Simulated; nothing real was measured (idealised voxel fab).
Process module under the name voxel air gaps
Shown is cross-section cut, with a width of 255 nm and square cells of size 5 nm.
We lay out every cross-section as a grid of square cells and spell it out in bands from the top down, where one band means one or more rows of cells.
For a band, the entry starts with two heights in nm, that of the top and then that of the bottom, and carries on with the band's materials in order from left to right, each alongside its width in nm; the word "throughout" beside a single material means it fills the band edge to edge, and "blank" means empty space.
All heights in this document are referenced to 0, defined as the level beneath which the wafer, as received, consists entirely of one material. The lowest band is not bounded below; it extends indefinitely downward and is written in the form "0 down".
The expression "30 to 40" gives the width at the extremes of the band, the first number at its top row of cells and the second at its bottom row, with the width changing by equal amounts from each row to the next in between.
You'll sometimes find "no modification" written for a step, and that's the way of saying that nowhere in the cross-section did a cell change during that step.
In the "Closed void list" entry, you get each enclosed empty space of 8 cells or more, one with no open way to the top, written width x height at distance, distance from the left edge, in nm.
Text after the settings on a step's line: the simulator's own remark on that step.
Among the settings permitted on a step's line is "overlay nm"; applied to a step with a mask, it specifies the extent to which the mask lay to the right of its planned position, whereas a negative figure signifies a position to the left.

PROCESS STEPS FORESEEN IN THE PLAN
1. RECEIVE, material Si
2. CONFORMAL_DEP, material SiO2, thk nm 15
3. CONFORMAL_DEP, material SiN, thk nm 5
4. DIRECTIONAL_DEP, material lowk, thk nm 35
5. DIRECTIONAL_DEP, material aC, thk nm 10
6. PATTERN, tone open, mask id LINES, material resist, width nm 25, pitch nm 55, thk nm 25, overlay nm 0
7. DIRECTIONAL_ETCH, etch materials aC, depth nm 10
8. STRIP, etch materials resist
9. DIRECTIONAL_ETCH, etch materials lowk, depth nm 35
10. STRIP, etch materials aC
11. CONFORMAL_DEP, material TiN, thk nm 5
12. FILL_DEP, material W, thk nm 5
13. CMP, height nm 55
14. EPI, material Ru, thk nm 10
15. SELECTIVE_ETCH, etch materials lowk, depth nm 45
16. CONFORMAL_DEP, material SiN, thk nm 5

CROSS-SECTION: WAFER ON ARRIVAL = AFTER STEP 1
0 down: Si throughout
Closed void list: none

FIRST WAFER AT THE END, AS PLANNED
70 to 65: blank 45 nm / SiN 165 nm / blank 45 nm
65 to 55: blank 45 nm / SiN 5 nm / Ru 45 nm / SiN 10 nm / Ru 45 nm / SiN 10 nm / Ru 45 nm / SiN 5 nm / blank 45 nm
55 to 50: blank 45 nm / SiN 15 nm / TiN 5 nm / W 15 nm / TiN 5 nm / SiN 30 nm / TiN 5 nm / W 15 nm / TiN 5 nm / SiN 30 nm / TiN 5 nm / W 15 nm / TiN 5 nm / SiN 15 nm / blank 45 nm
50 to 25: blank 55 nm / SiN 5 nm / TiN 5 nm / W 15 nm / TiN 5 nm / SiN 5 nm / blank 20 nm / SiN 5 nm / TiN 5 nm / W 15 nm / TiN 5 nm / SiN 5 nm / blank 20 nm / SiN 5 nm / TiN 5 nm / W 15 nm / TiN 5 nm / SiN 5 nm / blank 55 nm
25 to 20: SiN 60 nm / TiN 25 nm / SiN 30 nm / TiN 25 nm / SiN 30 nm / TiN 25 nm / SiN 60 nm
20 to 15: SiN throughout
15 to 0: SiO2 throughout
0 down: Si throughout
Closed void list: 20 x 25 at 90; 20 x 25 at 145

CROSS-SECTION, SECOND WAFER: SAME START AS THE FIRST, SAME PLAN AS THE FIRST, ONE MISTAKE IN RUNNING IT; TAKEN AT THE END OF THE MODULE
70 to 65: blank 45 nm / SiN 165 nm / blank 45 nm
65 to 55: blank 45 nm / SiN 5 nm / Ru 45 nm / SiN 10 nm / Ru 45 nm / SiN 10 nm / Ru 45 nm / SiN 5 nm / blank 45 nm
55 to 50: blank 45 nm / SiN 15 nm / TiN 5 nm / Ru 15 nm / TiN 5 nm / SiN 30 nm / TiN 5 nm / Ru 15 nm / TiN 5 nm / SiN 30 nm / TiN 5 nm / Ru 15 nm / TiN 5 nm / SiN 15 nm / blank 45 nm
50 to 25: blank 55 nm / SiN 5 nm / TiN 5 nm / Ru 15 nm / TiN 5 nm / SiN 5 nm / blank 20 nm / SiN 5 nm / TiN 5 nm / Ru 15 nm / TiN 5 nm / SiN 5 nm / blank 20 nm / SiN 5 nm / TiN 5 nm / Ru 15 nm / TiN 5 nm / SiN 5 nm / blank 55 nm
25 to 20: SiN 60 nm / TiN 25 nm / SiN 30 nm / TiN 25 nm / SiN 30 nm / TiN 25 nm / SiN 60 nm
20 to 15: SiN throughout
15 to 0: SiO2 throughout
0 down: Si throughout
Closed void list: 20 x 25 at 90; 20 x 25 at 145
Misprocessing identified: contrary to plan, step 12 was performed as FILL_DEP, material Ru, thk nm 5
Once processing is complete, comparing cell counts shows that the second wafer has more or fewer of certain materials than the first: 54 more of Ru | 54 fewer of W
